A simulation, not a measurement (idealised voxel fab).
process module | voxel ribs on slabs
cross-section cut | 260 nm wide | cells 5 nm
A cross-section is a grid of square cells, given in bands from the top down. A band is one or more rows of cells.
Each band's line starts with the height of the band's top and of its bottom, in nm. Then come its materials from left to right, each with its width in nm. One material with "throughout" fills the band from edge to edge. "air" is empty space.
Height 0 is the level under which the wafer as received is all one material. The lowest band goes on downwards, as in "0 down".
A width such as "30 to 40" changes by the same amount from each row of cells to the next, from the band's top row to its bottom row.
"no change" after a step means that no cell of the cross-section changed.
closed voids: empty space of 8 cells or more with no open way to the top, each as width x height at its distance from the left edge, in nm
after a step's settings: what the simulator itself notes on the step
overlay nm, on a step with a mask: how far to the right of its planned place the mask lay; to the left if negative
plan
1 op RECEIVE | material Si
2 op DIRECTIONAL_DEP | material SiO2 | thk nm 30
3 op DIRECTIONAL_DEP | material SiN | thk nm 15
4 op PATTERN | tone cover | mask id RIB | material resist | width nm 20 | thk nm 15 | overlay nm 0
5 op DIRECTIONAL_ETCH | etch materials SiN | depth nm 10
6 op STRIP | etch materials resist
7 op PATTERN | tone cover | mask id SLAB | material resist | width nm 50 | thk nm 20 | overlay nm 0
8 op DIRECTIONAL_ETCH | etch materials SiN | depth nm 5
9 op STRIP | etch materials resist
10 op FILL_DEP | material SiO2 | thk nm 20
11 op CMP | height nm 60
12 op DIRECTIONAL_DEP | material W | thk nm 5
13 op PATTERN | tone cover | mask id HEATER | material resist | width nm 30 | thk nm 20 | overlay nm 0
14 op DIRECTIONAL_ETCH | etch materials W | depth nm 5
15 op STRIP | etch materials resist
16 op CONFORMAL_DEP | material SiN | thk nm 10
as received, after step 1
  0 down: Si throughout
  closed voids: none
first wafer at the end, as planned
  75 to 70: air 105 | SiN 50 | air 105
  70 to 65: SiN throughout
  65 to 60: SiN 115 | W 30 | SiN 115
  60 to 45: SiO2 throughout
  45 to 35: SiO2 120 | SiN 20 | SiO2 120
  35 to 30: SiO2 105 | SiN 50 | SiO2 105
  30 to 0: SiO2 throughout
  0 down: Si throughout
  closed voids: none
second wafer at the end: like start, like plan, one mistake
  75 to 70: air 105 | SiN 50 | air 105
  70 to 65: SiN throughout
  65 to 60: SiN 115 | W 30 | SiN 115
  60 to 50: SiO2 120 | SiN 20 | SiO2 120
  50 to 45: SiO2 105 | SiN 50 | SiO2 105
  45 to 30: SiN throughout
  30 to 0: SiO2 throughout
  0 down: Si throughout
  closed voids: none
what went wrong: step 3 was run twice
at the end the second wafer has, in cells: 156 more of SiN | 156 fewer of SiO2
